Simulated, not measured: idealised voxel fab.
process module | voxel fin reveal
cross-section cut | 290 nm wide | cells 5 nm
A cross-section is a grid of square cells, given in bands from the top down. A band is one or more rows of cells.
Each band's line starts with the height of the band's top and of its bottom, in nm. Then come its materials from left to right, each with its width in nm. One material with "throughout" fills the band from edge to edge. "air" is empty space.
Height 0 is the level under which the wafer as received is all one material. The lowest band goes on downwards, as in "0 down".
A width such as "30 to 40" changes by the same amount from each row of cells to the next, from the band's top row to its bottom row.
"no change" after a step means that no cell of the cross-section changed.
closed voids: empty space of 8 cells or more with no open way to the top, each as width x height at its distance from the left edge, in nm
after a step's settings: what the simulator itself notes on the step
overlay nm, on a step with a mask: how far to the right of its planned place the mask lay; to the left if negative
plan
1 op RECEIVE | material Si
2 op CONFORMAL_DEP | material SiN | thk nm 10
3 op DIRECTIONAL_DEP | material aC | thk nm 15
4 op PATTERN | tone cover | mask id FINS | material resist | width nm 15 | pitch nm 35 | thk nm 30 | overlay nm 0
5 op DIRECTIONAL_ETCH | etch materials aC | depth nm 15
6 op STRIP | etch materials resist
7 op DIRECTIONAL_ETCH | etch materials SiN | depth nm 10
8 op DIRECTIONAL_ETCH | etch materials Si | depth nm 35
9 op STRIP | etch materials aC
10 op OXIDIZE | depth nm 5
11 op FILL_DEP | material SiO2 | thk nm 5
12 op CMP | height nm 10
13 op SELECTIVE_ETCH | etch materials SiO2 | depth nm 35
14 op STRIP | etch materials SiN
15 op CONFORMAL_DEP | material SiO2 | thk nm 5
as received, after step 1
  0 down: Si throughout
  closed voids: none
a wafer at the end: this start, this plan, one mistake
  5 to 0: SiO2 85 | air 15 | SiO2 20 | air 15 | SiO2 20 | air 15 | SiO2 20 | air 15 | SiO2 85
  0 to -20: Si 80 | SiO2 5 | air 15 | SiO2 5 | Si 10 | SiO2 5 | air 15 | SiO2 5 | Si 10 | SiO2 5 | air 15 | SiO2 5 | Si 10 | SiO2 5 | air 15 | SiO2 5 | Si 80
  -20 to -40: Si 80 | SiO2 25 | Si 10 | SiO2 25 | Si 10 | SiO2 25 | Si 10 | SiO2 25 | Si 80
  -40 down: Si throughout
  closed voids: none
what went wrong: step 4 ran as: op PATTERN | tone open | mask id FINS | material resist | width nm 15 | pitch nm 35 | thk nm 30 | overlay nm 0
